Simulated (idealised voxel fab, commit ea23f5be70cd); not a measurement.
process module | voxel released beams
cross-section cut | 200 nm wide | cells 5 nm
A cross-section is a grid of square cells, given in bands from the top down. A band is one or more rows of cells.
Each band's line starts with the height of the band's top and of its bottom, in nm. Then come its materials from left to right, each with its width in nm. One material with "throughout" fills the band from edge to edge. "air" is empty space.
Height 0 is the level under which the wafer as received is all one material. The lowest band goes on downwards, as in "0 down".
A width such as "30 to 40" changes by the same amount from each row of cells to the next, from the band's top row to its bottom row.
"no change" after a step means that no cell of the cross-section changed.
closed voids: empty space of 8 cells or more with no open way to the top, each as width x height at its distance from the left edge, in nm
after a step's settings: what the simulator itself notes on the step
overlay nm, on a step with a mask: how far to the right of its planned place the mask lay; to the left if negative
plan
1 op RECEIVE | material Si
2 op CONFORMAL_DEP | material SiN | thk nm 5
3 op DIRECTIONAL_DEP | material SiO2 | thk nm 20
4 op DIRECTIONAL_DEP | material aC | thk nm 15
5 op PATTERN | tone open | mask id ANCHOR | material resist | width nm 35 | thk nm 30 | overlay nm 0
6 op DIRECTIONAL_ETCH | etch materials aC | depth nm 15
7 op STRIP | etch materials resist
8 op DIRECTIONAL_ETCH | etch materials SiO2 | depth nm 20
9 op STRIP | etch materials aC
10 op CONFORMAL_DEP | material TiN | thk nm 15
11 op PATTERN | tone cover | mask id BEAM | material resist | width nm 80 | thk nm 20 | overlay nm 0
12 op DIRECTIONAL_ETCH | etch materials TiN | depth nm 15
13 op STRIP | etch materials resist
14 op STRIP | etch materials SiO2
first wafer, as planned
as received, after step 1
  0 down: Si throughout
  closed voids: none
after step 2
  5 to 0: SiN throughout
  below 0: unchanged
after step 3
  25 to 5: SiO2 throughout
  below 5: unchanged
after step 4
  40 to 25: aC throughout
  below 25: unchanged
after step 5
  70 to 40: resist 60 | air 35 | resist 105
  below 40: unchanged
after step 6
  55 to 40: resist 60 | air 35 | resist 105
  40 to 25: aC 60 | air 35 | aC 105
  below 25: unchanged
after step 7
  40 to 25: aC 60 | air 35 | aC 105
  below 25: unchanged
after step 8
  40 to 25: aC 60 | air 35 | aC 105
  25 to 5: SiO2 60 | air 35 | SiO2 105
  below 5: unchanged
after step 9
  25 to 5: SiO2 60 | air 35 | SiO2 105
  below 5: unchanged
after step 10
  40 to 25: TiN 75 | air 5 | TiN 120
  25 to 20: SiO2 60 | TiN 15 | air 5 | TiN 15 | SiO2 105
  20 to 5: SiO2 60 | TiN 35 | SiO2 105
  below 5: unchanged
after step 11
  60 to 40: air 55 | resist 80 | air 65
  40 to 25: TiN 75 | resist 5 | TiN 120
  25 to 20: SiO2 60 | TiN 15 | resist 5 | TiN 15 | SiO2 105
  below 20: unchanged
after step 12
  60 to 40: air 55 | resist 80 | air 65
  40 to 25: air 55 | TiN 20 | resist 5 | TiN 55 | air 65
  below 25: unchanged
after step 13
  40 to 25: air 55 | TiN 20 | air 5 | TiN 55 | air 65
  25 to 20: SiO2 60 | TiN 15 | air 5 | TiN 15 | SiO2 105
  below 20: unchanged
after step 14
  40 to 25: air 55 | TiN 20 | air 5 | TiN 55 | air 65
  25 to 20: air 60 | TiN 15 | air 5 | TiN 15 | air 105
  20 to 5: air 60 | TiN 35 | air 105
  below 5: unchanged
second wafer: like start, like plan, one mistake. Through step 9 it matches the first wafer
when step 10 should have ended
  55 to 25: TiN throughout
  25 to 5: SiO2 60 | TiN 35 | SiO2 105
  below 5: unchanged
when step 11 should have ended
  75 to 55: air 55 | resist 80 | air 65
  below 55: unchanged
when step 12 should have ended
  75 to 55: air 55 | resist 80 | air 65
  55 to 40: air 55 | TiN 80 | air 65
  below 40: unchanged
when step 13 should have ended
  55 to 40: air 55 | TiN 80 | air 65
  below 40: unchanged
when step 14 should have ended: no change
what went wrong: step 10 was run twice
at the end the second wafer has, in cells: 132 more of SiO2 | 124 more of TiN
